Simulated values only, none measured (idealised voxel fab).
Process module, titled voxel double patterning
The cross-section on display is named cut; it measures 160 nm wide, and its cells are 5 nm squares.
Just so we're on the same page, the cross-sections are grids of square cells, and they're listed out in bands top to bottom, each band one or more rows deep. Band: top height; bottom height; in nm. Then, left to right: material with width in nm, for each material. "throughout": a single material spanning edge to edge. "air": empty space. For the purposes of this specification, 0 denotes the height below which the wafer in its as-received condition is composed wholly of one material, and the lowermost band, lacking a lower limit, extends downward without end, as expressed in "0 -> down". The width entry "30..40" should be interpreted row by row: the top row of cells in the band takes the first number, the bottom row takes the second number, and the change between adjacent rows is uniform throughout. It should be understood that the words "identical to before", when stated for a given step, signify that the cross-section underwent no change in any of its cells during that step. The list in "Closed-off voids" covers empty spaces of 8 cells or more that cannot reach the top through any open way, and it gives each as width x height at distance; the distance is from the left edge, and width, height and distance are in nm. Text after the settings on a step's line: the simulator's own remark on that step. The "overlay nm" setting may appear on a step's line; for a step that uses a mask, it gives how far to the right of its planned position the mask lay, and a negative value indicates the left.

THIS SECTION LISTS THE PROCESS STEPS THAT WERE PLANNED
1,RECEIVE (material Si)
2,CONFORMAL_DEP (material SiN; thk nm 5)
3,DIRECTIONAL_DEP (material SiO2; thk nm 20)
4,DIRECTIONAL_DEP (material SiCN; thk nm 5)
5,DIRECTIONAL_DEP (material aC; thk nm 15)
6,PATTERN (tone open; mask id FIRST; material resist; width nm 15; pitch nm 50; thk nm 30; overlay nm 0)
7,DIRECTIONAL_ETCH (etch materials aC; depth nm 15)
8,STRIP (etch materials resist)
9,DIRECTIONAL_ETCH (etch materials SiCN; depth nm 5)
10,STRIP (etch materials aC)
11,DIRECTIONAL_DEP (material aC; thk nm 10)
12,PATTERN (tone open; mask id SECOND; material resist; width nm 15; thk nm 25; overlay nm 0)
13,DIRECTIONAL_ETCH (etch materials aC; depth nm 10)
14,STRIP (etch materials resist)
15,DIRECTIONAL_ETCH (etch materials SiCN; depth nm 5)
16,STRIP (etch materials aC)
17,DIRECTIONAL_ETCH (etch materials SiO2; depth nm 20)
18,STRIP (etch materials SiCN)

FIRST OF TWO WAFERS - AS PLANNED

CROSS-SECTION, INCOMING MATERIAL, AFTER STEP 1
* 0 -> down = Si throughout
* Closed-off voids: none

SECTIONAL VIEW: WAFER, AFTER STEP 2
* 5 -> 0 = SiN throughout
* Heights below 0 show no change.

SECTIONAL VIEW: WAFER, AFTER STEP 3
* 25 -> 5 = SiO2 throughout
* Heights below 5 show no change.

SECTIONAL VIEW: WAFER, AFTER STEP 4
* 30 -> 25 = SiCN throughout
* Heights below 25 show no change.

SECTIONAL VIEW: WAFER, AFTER STEP 5
* 45 -> 30 = aC throughout
* Heights below 30 show no change.

SECTIONAL VIEW: WAFER, AFTER STEP 6
* 75 -> 45 = 45 nm resist, then 15 nm air, then 35 nm resist, then 15 nm air, then 50 nm resist
* Heights below 45 show no change.

SECTIONAL VIEW: WAFER, AFTER STEP 7
* 60 -> 45 = 45 nm resist, then 15 nm air, then 35 nm resist, then 15 nm air, then 50 nm resist
* 45 -> 30 = 45 nm aC, then 15 nm air, then 35 nm aC, then 15 nm air, then 50 nm aC
* Heights below 30 show no change.

SECTIONAL VIEW: WAFER, AFTER STEP 8
* 45 -> 30 = 45 nm aC, then 15 nm air, then 35 nm aC, then 15 nm air, then 50 nm aC
* Heights below 30 show no change.

SECTIONAL VIEW: WAFER, AFTER STEP 9
* 45 -> 30 = 45 nm aC, then 15 nm air, then 35 nm aC, then 15 nm air, then 50 nm aC
* 30 -> 25 = 45 nm SiCN, then 15 nm air, then 35 nm SiCN, then 15 nm air, then 50 nm SiCN
* Heights below 25 show no change.

SECTIONAL VIEW: WAFER, AFTER STEP 10
* 30 -> 25 = 45 nm SiCN, then 15 nm air, then 35 nm SiCN, then 15 nm air, then 50 nm SiCN
* Heights below 25 show no change.

SECTIONAL VIEW: WAFER, AFTER STEP 11
* 40 -> 35 = 45 nm aC, then 15 nm air, then 35 nm aC, then 15 nm air, then 50 nm aC
* 35 -> 30 = aC throughout
* 30 -> 25 = 45 nm SiCN, then 15 nm aC, then 35 nm SiCN, then 15 nm aC, then 50 nm SiCN
* Heights below 25 show no change.

SECTIONAL VIEW: WAFER, AFTER STEP 12
* 65 -> 40 = 70 nm resist, then 15 nm air, then 75 nm resist
* 40 -> 35 = 45 nm aC, then 15 nm resist, then 35 nm aC, then 15 nm resist, then 50 nm aC
* Heights below 35 show no change.

SECTIONAL VIEW: WAFER, AFTER STEP 13
* 55 -> 40 = 70 nm resist, then 15 nm air, then 75 nm resist
* 40 -> 35 = 45 nm aC, then 15 nm resist, then 10 nm aC, then 15 nm air, then 10 nm aC, then 15 nm resist, then 50 nm aC
* 35 -> 30 = 70 nm aC, then 15 nm air, then 75 nm aC
* Heights below 30 show no change.

SECTIONAL VIEW: WAFER, AFTER STEP 14
* 40 -> 35 = 45 nm aC, then 15 nm air, then 10 nm aC, then 15 nm air, then 10 nm aC, then 15 nm air, then 50 nm aC
* Heights below 35 show no change.

SECTIONAL VIEW: WAFER, AFTER STEP 15
* 40 -> 35 = 45 nm aC, then 15 nm air, then 10 nm aC, then 15 nm air, then 10 nm aC, then 15 nm air, then 50 nm aC
* 35 -> 30 = 70 nm aC, then 15 nm air, then 75 nm aC
* 30 -> 25 = 45 nm SiCN, then 15 nm aC, then 10 nm SiCN, then 15 nm air, then 10 nm SiCN, then 15 nm aC, then 50 nm SiCN
* Heights below 25 show no change.

SECTIONAL VIEW: WAFER, AFTER STEP 16
* 30 -> 25 = 45 nm SiCN, then 15 nm air, then 10 nm SiCN, then 15 nm air, then 10 nm SiCN, then 15 nm air, then 50 nm SiCN
* Heights below 25 show no change.

SECTIONAL VIEW: WAFER, AFTER STEP 17
* 30 -> 25 = 45 nm SiCN, then 15 nm air, then 10 nm SiCN, then 15 nm air, then 10 nm SiCN, then 15 nm air, then 50 nm SiCN
* 25 -> 5 = 45 nm SiO2, then 15 nm air, then 10 nm SiO2, then 15 nm air, then 10 nm SiO2, then 15 nm air, then 50 nm SiO2
* Heights below 5 show no change.

SECTIONAL VIEW: WAFER, AFTER STEP 18
* 25 -> 5 = 45 nm SiO2, then 15 nm air, then 10 nm SiO2, then 15 nm air, then 10 nm SiO2, then 15 nm air, then 50 nm SiO2
* Heights below 5 show no change.

WAFER TWO OF THE PAIR: SAME ORIGIN, SAME PLAN, ONE ERROR DURING THE RUN; IDENTICAL TO WAFER ONE UP TO AND INCLUDING STEP 2

SECOND WAFER CROSS-SECTION, TAKEN AS OF THE TIME THE PLAN SETS FOR STEP 3 TO BE DONE
* 20 -> 5 = SiO2 throughout
* Heights below 5 show no change.

SECOND WAFER CROSS-SECTION, TAKEN AS OF THE TIME THE PLAN SETS FOR STEP 4 TO BE DONE
* 25 -> 20 = SiCN throughout
* Heights below 20 show no change.

SECOND WAFER CROSS-SECTION, TAKEN AS OF THE TIME THE PLAN SETS FOR STEP 5 TO BE DONE
* 40 -> 25 = aC throughout
* Heights below 25 show no change.

SECOND WAFER CROSS-SECTION, TAKEN AS OF THE TIME THE PLAN SETS FOR STEP 6 TO BE DONE
* 70 -> 40 = 45 nm resist, then 15 nm air, then 35 nm resist, then 15 nm air, then 50 nm resist
* Heights below 40 show no change.

SECOND WAFER CROSS-SECTION, TAKEN AS OF THE TIME THE PLAN SETS FOR STEP 7 TO BE DONE
* 55 -> 40 = 45 nm resist, then 15 nm air, then 35 nm resist, then 15 nm air, then 50 nm resist
* 40 -> 25 = 45 nm aC, then 15 nm air, then 35 nm aC, then 15 nm air, then 50 nm aC
* Heights below 25 show no change.

SECOND WAFER CROSS-SECTION, TAKEN AS OF THE TIME THE PLAN SETS FOR STEP 8 TO BE DONE
* 40 -> 25 = 45 nm aC, then 15 nm air, then 35 nm aC, then 15 nm air, then 50 nm aC
* Heights below 25 show no change.

SECOND WAFER CROSS-SECTION, TAKEN AS OF THE TIME THE PLAN SETS FOR STEP 9 TO BE DONE
* 40 -> 25 = 45 nm aC, then 15 nm air, then 35 nm aC, then 15 nm air, then 50 nm aC
* 25 -> 20 = 45 nm SiCN, then 15 nm air, then 35 nm SiCN, then 15 nm air, then 50 nm SiCN
* Heights below 20 show no change.

SECOND WAFER CROSS-SECTION, TAKEN AS OF THE TIME THE PLAN SETS FOR STEP 10 TO BE DONE
* 25 -> 20 = 45 nm SiCN, then 15 nm air, then 35 nm SiCN, then 15 nm air, then 50 nm SiCN
* Heights below 20 show no change.

SECOND WAFER CROSS-SECTION, TAKEN AS OF THE TIME THE PLAN SETS FOR STEP 11 TO BE DONE
* 35 -> 30 = 45 nm aC, then 15 nm air, then 35 nm aC, then 15 nm air, then 50 nm aC
* 30 -> 25 = aC throughout
* 25 -> 20 = 45 nm SiCN, then 15 nm aC, then 35 nm SiCN, then 15 nm aC, then 50 nm SiCN
* Heights below 20 show no change.

SECOND WAFER CROSS-SECTION, TAKEN AS OF THE TIME THE PLAN SETS FOR STEP 12 TO BE DONE
* 60 -> 35 = 70 nm resist, then 15 nm air, then 75 nm resist
* 35 -> 30 = 45 nm aC, then 15 nm resist, then 35 nm aC, then 15 nm resist, then 50 nm aC
* Heights below 30 show no change.

SECOND WAFER CROSS-SECTION, TAKEN AS OF THE TIME THE PLAN SETS FOR STEP 13 TO BE DONE
* 50 -> 35 = 70 nm resist, then 15 nm air, then 75 nm resist
* 35 -> 30 = 45 nm aC, then 15 nm resist, then 10 nm aC, then 15 nm air, then 10 nm aC, then 15 nm resist, then 50 nm aC
* 30 -> 25 = 70 nm aC, then 15 nm air, then 75 nm aC
* Heights below 25 show no change.

SECOND WAFER CROSS-SECTION, TAKEN AS OF THE TIME THE PLAN SETS FOR STEP 14 TO BE DONE
* 35 -> 30 = 45 nm aC, then 15 nm air, then 10 nm aC, then 15 nm air, then 10 nm aC, then 15 nm air, then 50 nm aC
* Heights below 30 show no change.

SECOND WAFER CROSS-SECTION, TAKEN AS OF THE TIME THE PLAN SETS FOR STEP 15 TO BE DONE
* 35 -> 30 = 45 nm aC, then 15 nm air, then 10 nm aC, then 15 nm air, then 10 nm aC, then 15 nm air, then 50 nm aC
* 30 -> 25 = 70 nm aC, then 15 nm air, then 75 nm aC
* 25 -> 20 = 45 nm SiCN, then 15 nm aC, then 10 nm SiCN, then 15 nm air, then 10 nm SiCN, then 15 nm aC, then 50 nm SiCN
* Heights below 20 show no change.

SECOND WAFER CROSS-SECTION, TAKEN AS OF THE TIME THE PLAN SETS FOR STEP 16 TO BE DONE
* 25 -> 20 = 45 nm SiCN, then 15 nm air, then 10 nm SiCN, then 15 nm air, then 10 nm SiCN, then 15 nm air, then 50 nm SiCN
* Heights below 20 show no change.

SECOND WAFER CROSS-SECTION, TAKEN AS OF THE TIME THE PLAN SETS FOR STEP 17 TO BE DONE
* 25 -> 20 = 45 nm SiCN, then 15 nm air, then 10 nm SiCN, then 15 nm air, then 10 nm SiCN, then 15 nm air, then 50 nm SiCN
* 20 -> 5 = 45 nm SiO2, then 15 nm air, then 10 nm SiO2, then 15 nm air, then 10 nm SiO2, then 15 nm air, then 50 nm SiO2
* Heights below 5 show no change.

SECOND WAFER CROSS-SECTION, TAKEN AS OF THE TIME THE PLAN SETS FOR STEP 18 TO BE DONE
* 20 -> 5 = 45 nm SiO2, then 15 nm air, then 10 nm SiO2, then 15 nm air, then 10 nm SiO2, then 15 nm air, then 50 nm SiO2
* Heights below 5 show no change.
It is concluded that the wafer was processed incorrectly with respect to the plan, in that step 3 was processed under conditions differing from the plan, specifically as DIRECTIONAL_DEP (material SiO2; thk nm 15)
Final comparison by cell count, materials where the second wafer has more or fewer than the first: -23 SiO2
